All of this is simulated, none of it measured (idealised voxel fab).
Process module, titled voxel ribs on slabs
For reference, the cross-section in this document is cut, with width 270 nm and square cells of 5 nm.
In what follows, cross-sections appear as grids of square cells, described through bands that run from the top down, where every band is one or more rows of cells.
Top height, bottom height, nm. Materials left to right, width each, nm. Single material + "everywhere" = fills band edge to edge. "blank" = empty.
Below 0: as-received wafer, all one material; heights counted from there. Lowest band: no bottom, goes on down, written "0..down".
A two-number width, for instance "30..40", indicates that the width is equal to the first number in the top row of the band and to the second number in the bottom row, and that it changes by a constant amount per row of cells.
It should be understood that the words "no change", when stated for a given step, signify that the cross-section underwent no change in any of its cells during that step.
Reported under the label "Sealed-off cavities" are the empty spaces having no open way to the top and comprising 8 cells or more; the notation for each is width x height at distance, in which the distance is measured from the left edge and all three values are in nm.
If you see something after the settings on a step's line, that's the simulator's own remark about that step.
overlay nm: where the mask lay relative to plan, measured to the right, on steps with a mask; negatives go left.

PLANNED STEP LIST FOR THE PROCESS
1,RECEIVE | material Si
2,DIRECTIONAL_DEP | material SiO2 | thk nm 25
3,DIRECTIONAL_DEP | material SiN | thk nm 20
4,PATTERN | tone cover | mask id RIB | material resist | width nm 30 | thk nm 15 | overlay nm 0
5,DIRECTIONAL_ETCH | etch materials SiN | depth nm 15
6,STRIP | etch materials resist
7,MASKED_ETCH | tone cover | mask id SLAB | width nm 80 | etch materials SiN | depth nm 5 | overlay nm 0
8,FILL_DEP | material SiO2 | thk nm 25
9,CMP | height nm 65
10,DIRECTIONAL_DEP | material TiN | thk nm 5
11,DIRECTIONAL_DEP | material aC | thk nm 15
12,PATTERN | tone cover | mask id HEATER | material resist | width nm 40 | thk nm 35 | overlay nm 0
13,DIRECTIONAL_ETCH | etch materials aC | depth nm 15
14,STRIP | etch materials resist
15,DIRECTIONAL_ETCH | etch materials TiN | depth nm 5
16,STRIP | etch materials aC
17,CONFORMAL_DEP | material SiO2 | thk nm 10

FIRST WAFER, AS PLANNED

DELIVERED WAFER IN CROSS-SECTION: STATE AFTER STEP 1
* 0..down  Si everywhere
* Sealed-off cavities: none

STATE OF THE WAFER AFTER STEP 2, SHOWN IN CROSS-SECTION
* 25..0  SiO2 everywhere
* All layers under 0 are left as they were.

STATE OF THE WAFER AFTER STEP 3, SHOWN IN CROSS-SECTION
* 45..25  SiN everywhere
* All layers under 25 are left as they were.

STATE OF THE WAFER AFTER STEP 4, SHOWN IN CROSS-SECTION
* 60..45  blank (120), resist (30), blank (120)
* All layers under 45 are left as they were.

STATE OF THE WAFER AFTER STEP 5, SHOWN IN CROSS-SECTION
* 60..45  blank (120), resist (30), blank (120)
* 45..30  blank (120), SiN (30), blank (120)
* All layers under 30 are left as they were.

STATE OF THE WAFER AFTER STEP 6, SHOWN IN CROSS-SECTION
* 45..30  blank (120), SiN (30), blank (120)
* All layers under 30 are left as they were.

STATE OF THE WAFER AFTER STEP 7, SHOWN IN CROSS-SECTION
* 45..30  blank (120), SiN (30), blank (120)
* 30..25  blank (95), SiN (80), blank (95)
* All layers under 25 are left as they were.

STATE OF THE WAFER AFTER STEP 8, SHOWN IN CROSS-SECTION
* 70..45  SiO2 everywhere
* 45..30  SiO2 (120), SiN (30), SiO2 (120)
* 30..25  SiO2 (95), SiN (80), SiO2 (95)
* All layers under 25 are left as they were.

STATE OF THE WAFER AFTER STEP 9, SHOWN IN CROSS-SECTION
* 65..45  SiO2 everywhere
* All layers under 45 are left as they were.

STATE OF THE WAFER AFTER STEP 10, SHOWN IN CROSS-SECTION
* 70..65  TiN everywhere
* All layers under 65 are left as they were.

STATE OF THE WAFER AFTER STEP 11, SHOWN IN CROSS-SECTION
* 85..70  aC everywhere
* All layers under 70 are left as they were.

STATE OF THE WAFER AFTER STEP 12, SHOWN IN CROSS-SECTION
* 120..85  blank (115), resist (40), blank (115)
* All layers under 85 are left as they were.

STATE OF THE WAFER AFTER STEP 13, SHOWN IN CROSS-SECTION
* 105..85  blank (115), resist (40), blank (115)
* 85..70  blank (115), aC (40), blank (115)
* All layers under 70 are left as they were.

STATE OF THE WAFER AFTER STEP 14, SHOWN IN CROSS-SECTION
* 85..70  blank (115), aC (40), blank (115)
* All layers under 70 are left as they were.

STATE OF THE WAFER AFTER STEP 15, SHOWN IN CROSS-SECTION
* 85..70  blank (115), aC (40), blank (115)
* 70..65  blank (115), TiN (40), blank (115)
* All layers under 65 are left as they were.

STATE OF THE WAFER AFTER STEP 16, SHOWN IN CROSS-SECTION
* 70..65  blank (115), TiN (40), blank (115)
* All layers under 65 are left as they were.

STATE OF THE WAFER AFTER STEP 17, SHOWN IN CROSS-SECTION
* 80..75  blank (105), SiO2 (60), blank (105)
* 75..70  SiO2 everywhere
* 70..65  SiO2 (115), TiN (40), SiO2 (115)
* All layers under 65 are left as they were.

COMPANION WAFER, THE SECOND OF TWO: SAME BEGINNING, SAME INTENDED SEQUENCE, ONE MISTAKE IN CARRYING IT OUT; THROUGH STEP 2 INCLUSIVE IT TRACKS THE FIRST EXACTLY

CROSS-SECTION OF THE SECOND WAFER CORRESPONDING TO THE PLANNED CONCLUSION OF STEP 3
* 45..25  aC everywhere
* All layers under 25 are left as they were.

CROSS-SECTION OF THE SECOND WAFER CORRESPONDING TO THE PLANNED CONCLUSION OF STEP 4
* 60..45  blank (120), resist (30), blank (120)
* All layers under 45 are left as they were.

Cross-section of the second wafer corresponding to the planned conclusion of step 5: no change

CROSS-SECTION OF THE SECOND WAFER CORRESPONDING TO THE PLANNED CONCLUSION OF STEP 6
* 45..25  aC everywhere
* All layers under 25 are left as they were.

Cross-section of the second wafer corresponding to the planned conclusion of step 7: no change

CROSS-SECTION OF THE SECOND WAFER CORRESPONDING TO THE PLANNED CONCLUSION OF STEP 8
* 70..45  SiO2 everywhere
* All layers under 45 are left as they were.

CROSS-SECTION OF THE SECOND WAFER CORRESPONDING TO THE PLANNED CONCLUSION OF STEP 9
* 65..45  SiO2 everywhere
* All layers under 45 are left as they were.

CROSS-SECTION OF THE SECOND WAFER CORRESPONDING TO THE PLANNED CONCLUSION OF STEP 10
* 70..65  TiN everywhere
* All layers under 65 are left as they were.

CROSS-SECTION OF THE SECOND WAFER CORRESPONDING TO THE PLANNED CONCLUSION OF STEP 11
* 85..70  aC everywhere
* All layers under 70 are left as they were.

CROSS-SECTION OF THE SECOND WAFER CORRESPONDING TO THE PLANNED CONCLUSION OF STEP 12
* 120..85  blank (115), resist (40), blank (115)
* All layers under 85 are left as they were.

CROSS-SECTION OF THE SECOND WAFER CORRESPONDING TO THE PLANNED CONCLUSION OF STEP 13
* 105..85  blank (115), resist (40), blank (115)
* 85..70  blank (115), aC (40), blank (115)
* All layers under 70 are left as they were.

CROSS-SECTION OF THE SECOND WAFER CORRESPONDING TO THE PLANNED CONCLUSION OF STEP 14
* 85..70  blank (115), aC (40), blank (115)
* All layers under 70 are left as they were.

CROSS-SECTION OF THE SECOND WAFER CORRESPONDING TO THE PLANNED CONCLUSION OF STEP 15
* 85..70  blank (115), aC (40), blank (115)
* 70..65  blank (115), TiN (40), blank (115)
* All layers under 65 are left as they were.

CROSS-SECTION OF THE SECOND WAFER CORRESPONDING TO THE PLANNED CONCLUSION OF STEP 16
* 70..65  blank (115), TiN (40), blank (115)
* All layers under 65 are left as they were.

CROSS-SECTION OF THE SECOND WAFER CORRESPONDING TO THE PLANNED CONCLUSION OF STEP 17
* 80..75  blank (105), SiO2 (60), blank (105)
* 75..70  SiO2 everywhere
* 70..65  SiO2 (115), TiN (40), SiO2 (115)
* All layers under 65 are left as they were.
Which mistake was made when the wafer was run? step 3 ran with different settings than intended, the actual operation and settings being DIRECTIONAL_DEP | material aC | thk nm 20
Bottom line after processing is that, in cells, the second wafer is up or down on some materials versus the first: -34 SiN | -182 SiO2 | +216 aC
